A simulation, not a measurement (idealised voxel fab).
process module | voxel gate over fins
cross-section cut | 230 nm wide | cells 5 nm
A cross-section is a grid of square cells, given in bands from the top down. A band is one or more rows of cells.
Each band's line starts with the height of the band's top and of its bottom, in nm. Then come its materials from left to right, each with its width in nm. One material with "throughout" fills the band from edge to edge. "air" is empty space.
Height 0 is the level under which the wafer as received is all one material. The lowest band goes on downwards, as in "0 down".
A width such as "30 to 40" changes by the same amount from each row of cells to the next, from the band's top row to its bottom row.
"no change" after a step means that no cell of the cross-section changed.
closed voids: empty space of 8 cells or more with no open way to the top, each as width x height at its distance from the left edge, in nm
after a step's settings: what the simulator itself notes on the step
overlay nm, on a step with a mask: how far to the right of its planned place the mask lay; to the left if negative
plan
1 op RECEIVE | material Si
2 op CONFORMAL_DEP | material SiN | thk nm 10
3 op MASKED_ETCH | tone cover | mask id FINS | width nm 15 | pitch nm 50 | etch materials SiN | depth nm 10 | overlay nm 0
4 op MASKED_ETCH | tone cover | mask id FINS | width nm 15 | pitch nm 50 | etch materials Si | depth nm 35 | overlay nm 0
5 op FILL_DEP | material SiO2 | thk nm 5
6 op CMP | height nm 10
7 op MASKED_ETCH | tone open | mask id RAIL | width nm 15 | etch materials SiO2 | depth nm 40 | overlay nm 0
8 op CONFORMAL_DEP | material TiN | thk nm 5
9 op FILL_DEP | material Ru | thk nm 10
10 op CMP | height nm 10
11 op SELECTIVE_ETCH | etch materials W Ru TiN | depth nm 35
12 op FILL_DEP | material SiO2 | thk nm 5
13 op CMP | height nm 10
14 op SELECTIVE_ETCH | etch materials SiO2 | depth nm 25
15 op STRIP | etch materials SiN
16 op CONFORMAL_DEP | material HfO2 | thk nm 5
17 op CONFORMAL_DEP | material TiN | thk nm 5
18 op CONFORMAL_DEP | material TiAl | thk nm 5
19 op CONFORMAL_DEP | material TiN | thk nm 5
20 op FILL_DEP | material W | thk nm 10
21 op CMP | height nm 25
22 op CONFORMAL_DEP | material SiCN | thk nm 5
varied across the wafers: width nm of step 7. The plan shows the first wafer's value. All wafers start alike
first wafer as received, after step 1
  0 down: Si throughout
  closed voids: none
first wafer at the end, after step 22
  30 to 25: SiCN throughout
  25 to 20: W throughout
  20 to 15: W 60 | TiN 105 | W 65
  15 to 10: W 60 | TiN 5 | TiAl 45 | TiN 5 | TiAl 45 | TiN 5 | W 65
  10 to 5: W 60 | TiN 5 | TiAl 5 | TiN 35 | TiAl 5 | TiN 5 | TiAl 5 | TiN 35 | TiAl 5 | TiN 5 | W 65
  5 to 0: TiN 65 | TiAl 5 | TiN 5 | HfO2 25 | TiN 5 | TiAl 5 | TiN 5 | TiAl 5 | TiN 5 | HfO2 25 | TiN 5 | TiAl 5 | TiN 70
  0 to -5: TiAl 70 | TiN 5 | HfO2 5 | Si 15 | HfO2 5 | TiN 5 | TiAl 15 | TiN 5 | HfO2 5 | Si 15 | HfO2 5 | TiN 5 | TiAl 75
  -5 to -10: TiN 75 | HfO2 5 | Si 15 | HfO2 5 | TiN 25 | HfO2 5 | Si 15 | HfO2 5 | TiN 80
  -10 to -15: HfO2 80 | Si 15 | HfO2 35 | Si 15 | HfO2 85
  -15 to -25: SiO2 80 | Si 15 | SiO2 35 | Si 15 | SiO2 85
  -25 to -30: SiO2 80 | Si 15 | SiO2 10 | TiN 15 | SiO2 10 | Si 15 | SiO2 85
  -30 to -35: SiO2 80 | Si 15 | SiO2 35 | Si 15 | SiO2 85
  -35 down: Si throughout
  closed voids: none
last wafer at the end
  30 to 25: SiCN throughout
  25 to 20: W throughout
  20 to 15: W 60 | TiN 105 | W 65
  15 to 10: W 60 | TiN 5 | TiAl 45 | TiN 5 | TiAl 45 | TiN 5 | W 65
  10 to 5: W 60 | TiN 5 | TiAl 5 | TiN 35 | TiAl 5 | TiN 5 | TiAl 5 | TiN 35 | TiAl 5 | TiN 5 | W 65
  5 to 0: TiN 65 | TiAl 5 | TiN 5 | HfO2 25 | TiN 5 | TiAl 5 | TiN 5 | TiAl 5 | TiN 5 | HfO2 25 | TiN 5 | TiAl 5 | TiN 70
  0 to -5: TiAl 70 | TiN 5 | HfO2 5 | Si 15 | HfO2 5 | TiN 5 | TiAl 15 | TiN 5 | HfO2 5 | Si 15 | HfO2 5 | TiN 5 | TiAl 75
  -5 to -10: TiN 75 | HfO2 5 | Si 15 | HfO2 5 | TiN 25 | HfO2 5 | Si 15 | HfO2 5 | TiN 80
  -10 to -15: HfO2 80 | Si 15 | HfO2 35 | Si 15 | HfO2 85
  -15 to -25: SiO2 80 | Si 15 | SiO2 35 | Si 15 | SiO2 85
  -25 to -30: SiO2 80 | Si 15 | SiO2 5 | TiN 30 | Si 15 | SiO2 85
  -30 to -35: SiO2 80 | Si 15 | SiO2 35 | Si 15 | SiO2 85
  -35 down: Si throughout
  closed voids: none
each wafer at the end: cells of each material gained (+) or lost (-) since it was received, then its closed voids
width nm 15 | +58 HfO2 | -280 Si | +46 SiCN | +157 SiO2 | +58 TiAl | +116 TiN | +121 W | closed voids: none
width nm 20 | +58 HfO2 | -280 Si | +46 SiCN | +156 SiO2 | +58 TiAl | +117 TiN | +121 W | closed voids: none
width nm 25 | +58 HfO2 | -280 Si | +46 SiCN | +155 SiO2 | +58 TiAl | +118 TiN | +121 W | closed voids: none
width nm 30 | +58 HfO2 | -280 Si | +46 SiCN | +154 SiO2 | +58 TiAl | +119 TiN | +121 W | closed voids: none
